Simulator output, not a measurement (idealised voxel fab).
A process module follows: voxel lift off.
Cross-section cut spans 225 nm and uses square cells 5 nm in size.
In what follows, cross-sections appear as grids of square cells, described through bands that run from the top down, where every band is one or more rows of cells. The entry gives the band's vertical extent as a top height and a bottom height in nm, then its horizontal make-up as materials from left to right, each with a width in nm. "blank" stands for empty space; a single material marked "edge to edge" fills the band edge to edge. Height is counted from the level 0, under which the received wafer is composed throughout of one material. The lowest of the bands is not closed at the bottom but continues downward, in the notation "0 down". It should be noted that a width expressed as "30->40" varies in equal increments from row to row of cells within the band, taking the value of the first number at the top row and that of the second number at the bottom row. Where a step carries "remained the same", the cross-section came out of it unchanged, cell for cell. "Unvented internal voids" means: voids of 8 cells or more that are shut off from the top with no open way through. Written width x height at distance, distance from the left edge, in nm. Post-settings text on a step line: simulator's own remark regarding the step. The "overlay nm" setting may appear on a step's line; for a step that uses a mask, it gives how far to the right of its planned position the mask lay, and a negative value indicates the left.

[plan]
1. RECEIVE: material Si
2. CONFORMAL_DEP: material SiO2, thk nm 10
3. PATTERN: tone open, mask id LINES, material resist, width nm 20, pitch nm 50, thk nm 20, overlay nm 0
4. DIRECTIONAL_DEP: material Ru, thk nm 5
5. STRIP: etch materials resist
6. CONFORMAL_DEP: material SiO2, thk nm 5

[The cross-section here shows the wafer as received, i.e. in its state after step 1]
> 0 down: Si edge to edge
> Unvented internal voids: none

[Final wafer profile in cross-section after the module, from the same start and plan as above, with one mistake made during processing]
> 15 to 10: 75 blank; 20 Ru; 30 blank; 20 Ru; 80 blank
> 10 to 0: SiO2 edge to edge
> 0 down: Si edge to edge
> Unvented internal voids: none
Error vs. plan: plan step 6 was not performed, having been skipped
